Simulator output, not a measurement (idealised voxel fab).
The name of this process module is voxel tone inversion.
In the cross-section labelled cut, the width is 210 nm and each square cell is 5 nm.
Notation: cross-section as square-cell grid; stated in bands, top first, going down; one or more cell rows per band. Top height, bottom height, nm. Materials left to right, width each, nm. Single material + "everywhere" = fills band edge to edge. "empty" = empty. We count height from 0. Below that, the starting wafer is all one material. The lowest band never ends at the bottom but goes on down; see "top 0, no bottom" for how that is written. A width given as "30->40" starts at the first number in the band's top row and ends at the second number in its bottom row, shifting by an equal amount at every step from row to row. When a step is marked "nothing altered", none of the cells in the cross-section changed during that step. The list in "Closed void listing" covers empty spaces of 8 cells or more that cannot reach the top through any open way, and it gives each as width x height at distance; the distance is from the left edge, and width, height and distance are in nm. Whatever follows a step's settings on its line is a remark the simulator itself makes about that step. overlay nm: step with mask; distance mask lay right of planned place; negative value = left of planned place.

STEPS PLANNED FOR THE PROCESS
- 1: RECEIVE,material Si
- 2: CONFORMAL_DEP,material SiN,thk nm 10
- 3: DIRECTIONAL_DEP,material aC,thk nm 25
- 4: PATTERN,tone cover,mask id POSTS,material resist,width nm 20,pitch nm 40,thk nm 30,overlay nm 0
- 5: DIRECTIONAL_ETCH,etch materials aC,depth nm 25
- 6: STRIP,etch materials resist
- 7: FILL_DEP,material lowk,thk nm 10
- 8: CMP,height nm 35
- 9: STRIP,etch materials aC
- 10: CONFORMAL_DEP,material TiN,thk nm 5
- 11: FILL_DEP,material W,thk nm 5
- 12: CMP,height nm 35
- 13: CONFORMAL_DEP,material SiCN,thk nm 5

SHOWN IN CROSS-SECTION IS THE WAFER AS RECEIVED, THAT IS, AS IT STANDS AFTER STEP 1
> top 0, no bottom | Si everywhere
> Closed void listing: none

THE FOLLOWING CROSS-SECTION DEPICTS THE WAFER UPON CONCLUSION OF THE MODULE. PROCESSING COMMENCED FROM THE STARTING CONDITION ILLUSTRATED ABOVE AND ADHERED TO THE PLAN ILLUSTRATED ABOVE, SAVE FOR ONE MISTAKE IN EXECUTION
> top 40, bottom 35 | SiCN everywhere
> top 35, bottom 15 | lowk (80); TiN (5); W (5); TiN (5); lowk (25); TiN (5); W (5); TiN (5); lowk (75)
> top 15, bottom 10 | lowk (80); TiN (15); lowk (25); TiN (15); lowk (75)
> top 10, bottom 0 | SiN everywhere
> top 0, no bottom | Si everywhere
> Closed void listing: none
What went wrong in running the wafer? step 4, actual vs plan mismatch, actual run PATTERN,tone cover,mask id POSTS,material resist,width nm 15,pitch nm 40,thk nm 30,overlay nm 0
